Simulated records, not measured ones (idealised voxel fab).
The name of this process module is voxel self aligned vias.
For reference, the cross-section in this document is cut, with width 200 nm and square cells of 5 nm.
If you're reading a cross-section in this doc, picture square cells in a grid; it comes to you as bands, top ones listed first down to the bottom, and a band can be one or more rows of cells.
Top height, bottom height, nm. Materials left to right, width each, nm. Single material + "all across" = fills band edge to edge. "air" = empty.
Convention: height 0 is the level below which the wafer, as received, is all one material. The lowest band does not terminate at the bottom but continues downward, represented as "0..down".
With a width like "30 to 40", each row of cells in the band differs from the next by the same amount, the top row carrying the first number and the bottom row the second.
Step note "remained the same" = no cross-section cell changed.
Reported under the label "Voids, enclosed" are the empty spaces having no open way to the top and comprising 8 cells or more; the notation for each is width x height at distance, in which the distance is measured from the left edge and all three values are in nm.
Formally, on a step line, whatever follows the settings is a remark that the simulator itself makes on the step.
What "overlay nm" on a step's line means: if the step has a mask, that mask lay this far to the right of its planned place, or, when the value is negative, to the left.
**Here's what the planned process steps look like**
1. RECEIVE, material Si
2. CONFORMAL_DEP, material SiO2, thk nm 15
3. CONFORMAL_DEP, material SiCN, thk nm 5
4. DIRECTIONAL_DEP, material lowk, thk nm 20
5. PATTERN, tone open, mask id LINES, material resist, width nm 20, pitch nm 45, thk nm 20, overlay nm 0
6. DIRECTIONAL_ETCH, etch materials lowk, depth nm 20
7. STRIP, etch materials resist
8. CONFORMAL_DEP, material TiN, thk nm 5
9. FILL_DEP, material Ru, thk nm 10
10. CMP, height nm 40
11. SELECTIVE_ETCH, etch materials W Ru TiN, depth nm 10
12. FILL_DEP, material SiN, thk nm 10
13. CMP, height nm 40
14. DIRECTIONAL_DEP, material lowk, thk nm 15
15. MASKED_ETCH, tone open, mask id VIAS, width nm 30, pitch nm 90, etch materials lowk, depth nm 15, overlay nm 0
16. MASKED_ETCH, tone open, mask id VIAS, width nm 30, pitch nm 90, etch materials SiN, depth nm 10, overlay nm -15
17. CONFORMAL_DEP, material TiN, thk nm 5
18. FILL_DEP, material Ru, thk nm 5
19. CMP, height nm 55
20. CONFORMAL_DEP, material SiN, thk nm 5
For clarity, it should be stated that the wafers under discussion commence in an identical condition and differ with respect to the overlay nm of step 16, the plan indicating the value that the first wafer had.
**As received, i.e. after step 1: cross-section through the first of several wafers**
0..down  Si all across
Voids, enclosed: none
**Basically each wafer gets a line in the table, showing it at the end of the module: material by material, the cells it gained (+) or lost (-) since we got it, then its closed voids**
overlay nm -15; +22 Ru; +40 SiCN; +56 SiN; +120 SiO2; +46 TiN; +196 lowk; Voids, enclosed: none
overlay nm -10; +26 Ru; +40 SiCN; +52 SiN; +120 SiO2; +46 TiN; +196 lowk; Voids, enclosed: none
overlay nm -5; +30 Ru; +40 SiCN; +48 SiN; +120 SiO2; +46 TiN; +196 lowk; Voids, enclosed: none
overlay nm 0; +30 Ru; +40 SiCN; +48 SiN; +120 SiO2; +46 TiN; +196 lowk; Voids, enclosed: none
overlay nm 5; +30 Ru; +40 SiCN; +48 SiN; +120 SiO2; +46 TiN; +196 lowk; Voids, enclosed: none
overlay nm 10; +26 Ru; +40 SiCN; +52 SiN; +120 SiO2; +46 TiN; +196 lowk; Voids, enclosed: none
overlay nm 15; +22 Ru; +40 SiCN; +56 SiN; +120 SiO2; +46 TiN; +196 lowk; Voids, enclosed: none
